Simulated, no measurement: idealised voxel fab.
Module name: voxel gate over fins (process module)
Each square cell in cross-section cut measures 5 nm, and the section as a whole is 185 nm wide.
If you're reading a cross-section in this doc, picture square cells in a grid; it comes to you as bands, top ones listed first down to the bottom, and a band can be one or more rows of cells.
Heights first: top, then bottom, in nm. Then materials, left to right, each with a width in nm. "edge to edge" on a single material: fills the band edge to edge. "air": empty space.
The level at which height equals 0 is the one under which the wafer, as it arrives, is entirely one material. No lower edge exists for the bottom band, which continues downward and is notated as in "top 0, no bottom".
Width "30 to 40": first value at the band's top row of cells, second value at its bottom row, equal change from row to row.
The designation "stayed the same", where it is given for a processing step, indicates that no cell of the cross-section was altered in the course of that step.
Voids not open to the top, 8 cells minimum: see "Enclosed cavities". Written width x height at distance; distance is from the left edge; nm.
What comes after the settings on a step's line is commentary from the simulator itself on that step.
When a step includes a mask, the "overlay nm" setting on its line states how far to the right of its planned place that mask lay, and negative values state how far to the left.
### Here's what the planned process steps look like
| 1 | RECEIVE,material Si |
| 2 | CONFORMAL_DEP,material SiN,thk nm 5 |
| 3 | DIRECTIONAL_DEP,material aC,thk nm 15 |
| 4 | PATTERN,tone cover,mask id FINS,material resist,width nm 15,pitch nm 35,thk nm 30,overlay nm 0 |
| 5 | DIRECTIONAL_ETCH,etch materials aC,depth nm 15 |
| 6 | STRIP,etch materials resist |
| 7 | DIRECTIONAL_ETCH,etch materials SiN,depth nm 5 |
| 8 | DIRECTIONAL_ETCH,etch materials Si,depth nm 30 |
| 9 | STRIP,etch materials aC |
| 10 | OXIDIZE,depth nm 5 |
| 11 | FILL_DEP,material SiO2,thk nm 15 |
| 12 | CMP,height nm 5 |
| 13 | SELECTIVE_ETCH,etch materials SiO2,depth nm 15 |
| 14 | STRIP,etch materials SiN |
| 15 | CONFORMAL_DEP,material HfO2,thk nm 5 |
| 16 | CONFORMAL_DEP,material TiN,thk nm 5 |
| 17 | CONFORMAL_DEP,material TiAl,thk nm 5 |
| 18 | CONFORMAL_DEP,material TiN,thk nm 5 |
| 19 | FILL_DEP,material W,thk nm 10 |
| 20 | CMP,height nm 25 |
| 21 | CONFORMAL_DEP,material SiCN,thk nm 5 |
### The first wafer of two, processed as planned
### Incoming wafer, cross-sectional view, post step 1
* top 0, no bottom = Si edge to edge
* Enclosed cavities: none
### After step 2, in cross-section
* top 5, bottom 0 = SiN edge to edge
* Under 0: no change, same as before.
### After step 3, in cross-section
* top 20, bottom 5 = aC edge to edge
* Under 5: no change, same as before.
### After step 4, in cross-section
* top 50, bottom 20 = 30 air, 15 resist, 20 air, 15 resist, 20 air, 15 resist, 20 air, 15 resist, 35 air
* Under 20: no change, same as before.
### After step 5, in cross-section
* top 35, bottom 20 = 30 air, 15 resist, 20 air, 15 resist, 20 air, 15 resist, 20 air, 15 resist, 35 air
* top 20, bottom 5 = 30 air, 15 aC, 20 air, 15 aC, 20 air, 15 aC, 20 air, 15 aC, 35 air
* Under 5: no change, same as before.
### After step 6, in cross-section
* top 20, bottom 5 = 30 air, 15 aC, 20 air, 15 aC, 20 air, 15 aC, 20 air, 15 aC, 35 air
* Under 5: no change, same as before.
### After step 7, in cross-section
* top 20, bottom 5 = 30 air, 15 aC, 20 air, 15 aC, 20 air, 15 aC, 20 air, 15 aC, 35 air
* top 5, bottom 0 = 30 air, 15 SiN, 20 air, 15 SiN, 20 air, 15 SiN, 20 air, 15 SiN, 35 air
* Under 0: no change, same as before.
### After step 8, in cross-section
* top 20, bottom 5 = 30 air, 15 aC, 20 air, 15 aC, 20 air, 15 aC, 20 air, 15 aC, 35 air
* top 5, bottom 0 = 30 air, 15 SiN, 20 air, 15 SiN, 20 air, 15 SiN, 20 air, 15 SiN, 35 air
* top 0, bottom -30 = 30 air, 15 Si, 20 air, 15 Si, 20 air, 15 Si, 20 air, 15 Si, 35 air
* Under -30: no change, same as before.
### After step 9, in cross-section
* top 5, bottom 0 = 30 air, 15 SiN, 20 air, 15 SiN, 20 air, 15 SiN, 20 air, 15 SiN, 35 air
* Under 0: no change, same as before.
### After step 10, in cross-section
* top 5, bottom 0 = 30 air, 15 SiN, 20 air, 15 SiN, 20 air, 15 SiN, 20 air, 15 SiN, 35 air
* top 0, bottom -30 = 30 air, 5 SiO2, 5 Si, 5 SiO2, 20 air, 5 SiO2, 5 Si, 5 SiO2, 20 air, 5 SiO2, 5 Si, 5 SiO2, 20 air, 5 SiO2, 5 Si, 5 SiO2, 35 air
* top -30, bottom -35 = 35 SiO2, 5 Si, 30 SiO2, 5 Si, 30 SiO2, 5 Si, 30 SiO2, 5 Si, 40 SiO2
* Under -35: no change, same as before.
### After step 11, in cross-section
* top 20, bottom 5 = SiO2 edge to edge
* top 5, bottom 0 = 30 SiO2, 15 SiN, 20 SiO2, 15 SiN, 20 SiO2, 15 SiN, 20 SiO2, 15 SiN, 35 SiO2
* top 0, bottom -35 = 35 SiO2, 5 Si, 30 SiO2, 5 Si, 30 SiO2, 5 Si, 30 SiO2, 5 Si, 40 SiO2
* Under -35: no change, same as before.
### After step 12, in cross-section
* top 5, bottom 0 = 30 SiO2, 15 SiN, 20 SiO2, 15 SiN, 20 SiO2, 15 SiN, 20 SiO2, 15 SiN, 35 SiO2
* Under 0: no change, same as before.
### After step 13, in cross-section
* top 5, bottom 0 = 30 air, 15 SiN, 20 air, 15 SiN, 20 air, 15 SiN, 20 air, 15 SiN, 35 air
* top 0, bottom -10 = 35 air, 5 Si, 30 air, 5 Si, 30 air, 5 Si, 30 air, 5 Si, 40 air
* Under -10: no change, same as before.
### After step 14, in cross-section
* top 0, bottom -10 = 35 air, 5 Si, 30 air, 5 Si, 30 air, 5 Si, 30 air, 5 Si, 40 air
* Under -10: no change, same as before.
### After step 15, in cross-section
* top 5, bottom 0 = 30 air, 15 HfO2, 20 air, 15 HfO2, 20 air, 15 HfO2, 20 air, 15 HfO2, 35 air
* top 0, bottom -5 = 30 air, 5 HfO2, 5 Si, 5 HfO2, 20 air, 5 HfO2, 5 Si, 5 HfO2, 20 air, 5 HfO2, 5 Si, 5 HfO2, 20 air, 5 HfO2, 5 Si, 5 HfO2, 35 air
* top -5, bottom -10 = 35 HfO2, 5 Si, 30 HfO2, 5 Si, 30 HfO2, 5 Si, 30 HfO2, 5 Si, 40 HfO2
* Under -10: no change, same as before.
### After step 16, in cross-section
* top 10, bottom 5 = 25 air, 25 TiN, 10 air, 25 TiN, 10 air, 25 TiN, 10 air, 25 TiN, 30 air
* top 5, bottom 0 = 25 air, 5 TiN, 15 HfO2, 5 TiN, 10 air, 5 TiN, 15 HfO2, 5 TiN, 10 air, 5 TiN, 15 HfO2, 5 TiN, 10 air, 5 TiN, 15 HfO2, 5 TiN, 30 air
* top 0, bottom -5 = 30 TiN, 5 HfO2, 5 Si, 5 HfO2, 20 TiN, 5 HfO2, 5 Si, 5 HfO2, 20 TiN, 5 HfO2, 5 Si, 5 HfO2, 20 TiN, 5 HfO2, 5 Si, 5 HfO2, 35 TiN
* Under -5: no change, same as before.
### After step 17, in cross-section
* top 15, bottom 10 = 20 air, 140 TiAl, 25 air
* top 10, bottom 5 = 20 air, 5 TiAl, 25 TiN, 10 TiAl, 25 TiN, 10 TiAl, 25 TiN, 10 TiAl, 25 TiN, 5 TiAl, 25 air
* top 5, bottom 0 = 25 TiAl, 5 TiN, 15 HfO2, 5 TiN, 10 TiAl, 5 TiN, 15 HfO2, 5 TiN, 10 TiAl, 5 TiN, 15 HfO2, 5 TiN, 10 TiAl, 5 TiN, 15 HfO2, 5 TiN, 30 TiAl
* Under 0: no change, same as before.
### After step 18, in cross-section
* top 20, bottom 15 = 15 air, 150 TiN, 20 air
* top 15, bottom 10 = 15 air, 5 TiN, 140 TiAl, 5 TiN, 20 air
* top 10, bottom 5 = 20 TiN, 5 TiAl, 25 TiN, 10 TiAl, 25 TiN, 10 TiAl, 25 TiN, 10 TiAl, 25 TiN, 5 TiAl, 25 TiN
* Under 5: no change, same as before.
### After step 19, in cross-section
* top 30, bottom 20 = W edge to edge
* top 20, bottom 15 = 15 W, 150 TiN, 20 W
* top 15, bottom 10 = 15 W, 5 TiN, 140 TiAl, 5 TiN, 20 W
* Under 10: no change, same as before.
### After step 20, in cross-section
* top 25, bottom 20 = W edge to edge
* Under 20: no change, same as before.
### After step 21, in cross-section
* top 30, bottom 25 = SiCN edge to edge
* Under 25: no change, same as before.
### Now the other wafer: same start, same recipe, but we messed up one thing when running it. Up to and including step 3 it's the same as the first one
### Cross-section of the second wafer when, according to plan, step 4 should have finished
* top 50, bottom 20 = 25 air, 15 resist, 20 air, 15 resist, 20 air, 15 resist, 20 air, 15 resist, 40 air
* Under 20: no change, same as before.
### Cross-section of the second wafer when, according to plan, step 5 should have finished
* top 35, bottom 20 = 25 air, 15 resist, 20 air, 15 resist, 20 air, 15 resist, 20 air, 15 resist, 40 air
* top 20, bottom 5 = 25 air, 15 aC, 20 air, 15 aC, 20 air, 15 aC, 20 air, 15 aC, 40 air
* Under 5: no change, same as before.
### Cross-section of the second wafer when, according to plan, step 6 should have finished
* top 20, bottom 5 = 25 air, 15 aC, 20 air, 15 aC, 20 air, 15 aC, 20 air, 15 aC, 40 air
* Under 5: no change, same as before.
### Cross-section of the second wafer when, according to plan, step 7 should have finished
* top 20, bottom 5 = 25 air, 15 aC, 20 air, 15 aC, 20 air, 15 aC, 20 air, 15 aC, 40 air
* top 5, bottom 0 = 25 air, 15 SiN, 20 air, 15 SiN, 20 air, 15 SiN, 20 air, 15 SiN, 40 air
* Under 0: no change, same as before.
### Cross-section of the second wafer when, according to plan, step 8 should have finished
* top 20, bottom 5 = 25 air, 15 aC, 20 air, 15 aC, 20 air, 15 aC, 20 air, 15 aC, 40 air
* top 5, bottom 0 = 25 air, 15 SiN, 20 air, 15 SiN, 20 air, 15 SiN, 20 air, 15 SiN, 40 air
* top 0, bottom -30 = 25 air, 15 Si, 20 air, 15 Si, 20 air, 15 Si, 20 air, 15 Si, 40 air
* Under -30: no change, same as before.
### Cross-section of the second wafer when, according to plan, step 9 should have finished
* top 5, bottom 0 = 25 air, 15 SiN, 20 air, 15 SiN, 20 air, 15 SiN, 20 air, 15 SiN, 40 air
* Under 0: no change, same as before.
### Cross-section of the second wafer when, according to plan, step 10 should have finished
* top 5, bottom 0 = 25 air, 15 SiN, 20 air, 15 SiN, 20 air, 15 SiN, 20 air, 15 SiN, 40 air
* top 0, bottom -30 = 25 air, 5 SiO2, 5 Si, 5 SiO2, 20 air, 5 SiO2, 5 Si, 5 SiO2, 20 air, 5 SiO2, 5 Si, 5 SiO2, 20 air, 5 SiO2, 5 Si, 5 SiO2, 40 air
* top -30, bottom -35 = 30 SiO2, 5 Si, 30 SiO2, 5 Si, 30 SiO2, 5 Si, 30 SiO2, 5 Si, 45 SiO2
* Under -35: no change, same as before.
### Cross-section of the second wafer when, according to plan, step 11 should have finished
* top 20, bottom 5 = SiO2 edge to edge
* top 5, bottom 0 = 25 SiO2, 15 SiN, 20 SiO2, 15 SiN, 20 SiO2, 15 SiN, 20 SiO2, 15 SiN, 40 SiO2
* top 0, bottom -35 = 30 SiO2, 5 Si, 30 SiO2, 5 Si, 30 SiO2, 5 Si, 30 SiO2, 5 Si, 45 SiO2
* Under -35: no change, same as before.
### Cross-section of the second wafer when, according to plan, step 12 should have finished
* top 5, bottom 0 = 25 SiO2, 15 SiN, 20 SiO2, 15 SiN, 20 SiO2, 15 SiN, 20 SiO2, 15 SiN, 40 SiO2
* Under 0: no change, same as before.
### Cross-section of the second wafer when, according to plan, step 13 should have finished
* top 5, bottom 0 = 25 air, 15 SiN, 20 air, 15 SiN, 20 air, 15 SiN, 20 air, 15 SiN, 40 air
* top 0, bottom -10 = 30 air, 5 Si, 30 air, 5 Si, 30 air, 5 Si, 30 air, 5 Si, 45 air
* Under -10: no change, same as before.
### Cross-section of the second wafer when, according to plan, step 14 should have finished
* top 0, bottom -10 = 30 air, 5 Si, 30 air, 5 Si, 30 air, 5 Si, 30 air, 5 Si, 45 air
* Under -10: no change, same as before.
### Cross-section of the second wafer when, according to plan, step 15 should have finished
* top 5, bottom 0 = 25 air, 15 HfO2, 20 air, 15 HfO2, 20 air, 15 HfO2, 20 air, 15 HfO2, 40 air
* top 0, bottom -5 = 25 air, 5 HfO2, 5 Si, 5 HfO2, 20 air, 5 HfO2, 5 Si, 5 HfO2, 20 air, 5 HfO2, 5 Si, 5 HfO2, 20 air, 5 HfO2, 5 Si, 5 HfO2, 40 air
* top -5, bottom -10 = 30 HfO2, 5 Si, 30 HfO2, 5 Si, 30 HfO2, 5 Si, 30 HfO2, 5 Si, 45 HfO2
* Under -10: no change, same as before.
### Cross-section of the second wafer when, according to plan, step 16 should have finished
* top 10, bottom 5 = 20 air, 25 TiN, 10 air, 25 TiN, 10 air, 25 TiN, 10 air, 25 TiN, 35 air
* top 5, bottom 0 = 20 air, 5 TiN, 15 HfO2, 5 TiN, 10 air, 5 TiN, 15 HfO2, 5 TiN, 10 air, 5 TiN, 15 HfO2, 5 TiN, 10 air, 5 TiN, 15 HfO2, 5 TiN, 35 air
* top 0, bottom -5 = 25 TiN, 5 HfO2, 5 Si, 5 HfO2, 20 TiN, 5 HfO2, 5 Si, 5 HfO2, 20 TiN, 5 HfO2, 5 Si, 5 HfO2, 20 TiN, 5 HfO2, 5 Si, 5 HfO2, 40 TiN
* Under -5: no change, same as before.
### Cross-section of the second wafer when, according to plan, step 17 should have finished
* top 15, bottom 10 = 15 air, 140 TiAl, 30 air
* top 10, bottom 5 = 15 air, 5 TiAl, 25 TiN, 10 TiAl, 25 TiN, 10 TiAl, 25 TiN, 10 TiAl, 25 TiN, 5 TiAl, 30 air
* top 5, bottom 0 = 20 TiAl, 5 TiN, 15 HfO2, 5 TiN, 10 TiAl, 5 TiN, 15 HfO2, 5 TiN, 10 TiAl, 5 TiN, 15 HfO2, 5 TiN, 10 TiAl, 5 TiN, 15 HfO2, 5 TiN, 35 TiAl
* Under 0: no change, same as before.
### Cross-section of the second wafer when, according to plan, step 18 should have finished
* top 20, bottom 15 = 10 air, 150 TiN, 25 air
* top 15, bottom 10 = 10 air, 5 TiN, 140 TiAl, 5 TiN, 25 air
* top 10, bottom 5 = 15 TiN, 5 TiAl, 25 TiN, 10 TiAl, 25 TiN, 10 TiAl, 25 TiN, 10 TiAl, 25 TiN, 5 TiAl, 30 TiN
* Under 5: no change, same as before.
### Cross-section of the second wafer when, according to plan, step 19 should have finished
* top 30, bottom 20 = W edge to edge
* top 20, bottom 15 = 10 W, 150 TiN, 25 W
* top 15, bottom 10 = 10 W, 5 TiN, 140 TiAl, 5 TiN, 25 W
* Under 10: no change, same as before.
### Cross-section of the second wafer when, according to plan, step 20 should have finished
* top 25, bottom 20 = W edge to edge
* Under 20: no change, same as before.
### Cross-section of the second wafer when, according to plan, step 21 should have finished
* top 30, bottom 25 = SiCN edge to edge
* Under 25: no change, same as before.
What was done differently from what was planned? step 4 ran as: PATTERN,tone cover,mask id FINS,material resist,width nm 15,pitch nm 35,thk nm 30,overlay nm -5
Both wafers, final: cells per material equal; arrangement not.
